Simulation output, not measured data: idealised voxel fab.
Process module heading - voxel wiring stack
Section shown: cut. Width: 185 nm. Cell size: 5 nm, square.
Cross-section, as written here: a square-cell grid given band by band from the top down, where a band holds one or more rows of cells.
Read a band's entry like this: the first values are the height of its top and the height of its bottom in nm, and what follows is the sequence of materials from left to right, each with its width in nm. Note that "empty" is empty space, and that a single material marked "all across" reaches across the band from edge to edge.
Note: height 0 marks the level under which the wafer is uniformly one material as received. Lowest band unbounded below, written "0 and below".
Quick explanation for "30->40": the width changes in equal steps down the rows of cells, from the first number in the band's top row to the second number in its bottom row.
The designation "same as before", where it is given for a processing step, indicates that no cell of the cross-section was altered in the course of that step.
"Fully enclosed voids" contains a list of empty spaces, each no smaller than 8 cells and without an open way to the top, written in the form width x height at distance with the distance from the left edge and all three in nm.
On each step's line, the part that comes after the settings is the simulator's own comment on the step.
overlay nm: how far to the right of its planned place the mask lay on this masked step (negative: to the left).
## Process steps foreseen in the plan
| 1 | RECEIVE: material Si |
| 2 | CONFORMAL_DEP: material SiO2, thk nm 15 |
| 3 | DIRECTIONAL_DEP: material TiN, thk nm 5 |
| 4 | DIRECTIONAL_DEP: material W, thk nm 25 |
| 5 | DIRECTIONAL_DEP: material aC, thk nm 10 |
| 6 | PATTERN: tone cover, mask id METAL_1, material resist, width nm 25, pitch nm 55, thk nm 30, overlay nm 0 |
| 7 | DIRECTIONAL_ETCH: etch materials aC, depth nm 10 |
| 8 | STRIP: etch materials resist |
| 9 | DIRECTIONAL_ETCH: etch materials W, depth nm 25 |
| 10 | DIRECTIONAL_ETCH: etch materials TiN, depth nm 5 |
| 11 | STRIP: etch materials aC |
| 12 | CONFORMAL_DEP: material SiN, thk nm 5 |
| 13 | FILL_DEP: material lowk, thk nm 5 |
| 14 | CMP: height nm 45 |
| 15 | CONFORMAL_DEP: material SiCN, thk nm 5 |
| 16 | DIRECTIONAL_DEP: material lowk, thk nm 20 |
| 17 | DIRECTIONAL_DEP: material aC, thk nm 10 |
| 18 | PATTERN: tone open, mask id PLUG_1, material resist, width nm 15, pitch nm 110, thk nm 25, overlay nm 0 |
| 19 | DIRECTIONAL_ETCH: etch materials aC, depth nm 10 |
| 20 | STRIP: etch materials resist |
| 21 | DIRECTIONAL_ETCH: etch materials lowk, depth nm 20 |
| 22 | DIRECTIONAL_ETCH: etch materials SiCN, depth nm 5 |
| 23 | STRIP: etch materials aC |
| 24 | CONFORMAL_DEP: material TiN, thk nm 5 |
| 25 | FILL_DEP: material W, thk nm 5 |
| 26 | CMP: height nm 70 |
| 27 | CONFORMAL_DEP: material SiN, thk nm 5 |
| 28 | DIRECTIONAL_DEP: material lowk, thk nm 15 |
| 29 | MASKED_ETCH: tone open, mask id METAL_2, width nm 25, pitch nm 55, etch materials lowk, depth nm 15, overlay nm 0 |
| 30 | MASKED_ETCH: tone open, mask id METAL_2, width nm 25, pitch nm 55, etch materials SiN, depth nm 5, overlay nm 0 |
| 31 | CONFORMAL_DEP: material TiN, thk nm 5 |
| 32 | FILL_DEP: material Cu, thk nm 10 |
| 33 | CMP: height nm 90 |
| 34 | EPI: material Ru, thk nm 5 |
| 35 | FILL_DEP: material SiCN, thk nm 5 |
| 36 | DIRECTIONAL_DEP: material lowk, thk nm 10 |
| 37 | PATTERN: tone open, mask id PLUG_2, material resist, width nm 15, pitch nm 55, thk nm 15, overlay nm 0 |
| 38 | DIRECTIONAL_ETCH: etch materials lowk, depth nm 10 |
| 39 | DIRECTIONAL_ETCH: etch materials SiCN, depth nm 5 |
| 40 | STRIP: etch materials resist |
| 41 | CONFORMAL_DEP: material TiN, thk nm 5 |
| 42 | FILL_DEP: material W, thk nm 10 |
| 43 | CMP: height nm 110 |
| 44 | CONFORMAL_DEP: material SiCN, thk nm 5 |
| 45 | DIRECTIONAL_DEP: material lowk, thk nm 15 |
| 46 | MASKED_ETCH: tone open, mask id METAL_3, width nm 25, pitch nm 55, etch materials lowk, depth nm 15, overlay nm 0 |
| 47 | MASKED_ETCH: tone open, mask id METAL_3, width nm 25, pitch nm 55, etch materials SiCN, depth nm 5, overlay nm -10 |
| 48 | CONFORMAL_DEP: material TiN, thk nm 5 |
| 49 | FILL_DEP: material Ru, thk nm 10 |
| 50 | CMP: height nm 130 |
| 51 | EPI: material Ru, thk nm 5 |
| 52 | FILL_DEP: material SiCN, thk nm 5 |
The plan shows the overlay nm of step 47 as the first wafer had it; this setting differs between the wafers, which start out alike.
## This is how the first of several wafers looked in cross-section when it arrived, which is after step 1
	0 and below = Si all across
	Fully enclosed voids: none
## Per wafer, end of module: cells gained (+) or lost (-) per material since receipt, then closed voids
overlay nm -10; +27 Cu; +63 Ru; +156 SiCN; +74 SiN; +111 SiO2; +124 TiN; +89 W; +392 lowk; Fully enclosed voids: none
overlay nm -5; +27 Cu; +66 Ru; +153 SiCN; +74 SiN; +111 SiO2; +124 TiN; +89 W; +392 lowk; Fully enclosed voids: none
overlay nm 0; +27 Cu; +69 Ru; +150 SiCN; +74 SiN; +111 SiO2; +124 TiN; +89 W; +392 lowk; Fully enclosed voids: none
overlay nm 5; +27 Cu; +66 Ru; +153 SiCN; +74 SiN; +111 SiO2; +124 TiN; +89 W; +392 lowk; Fully enclosed voids: none
overlay nm 10; +27 Cu; +63 Ru; +156 SiCN; +74 SiN; +111 SiO2; +124 TiN; +89 W; +392 lowk; Fully enclosed voids: none
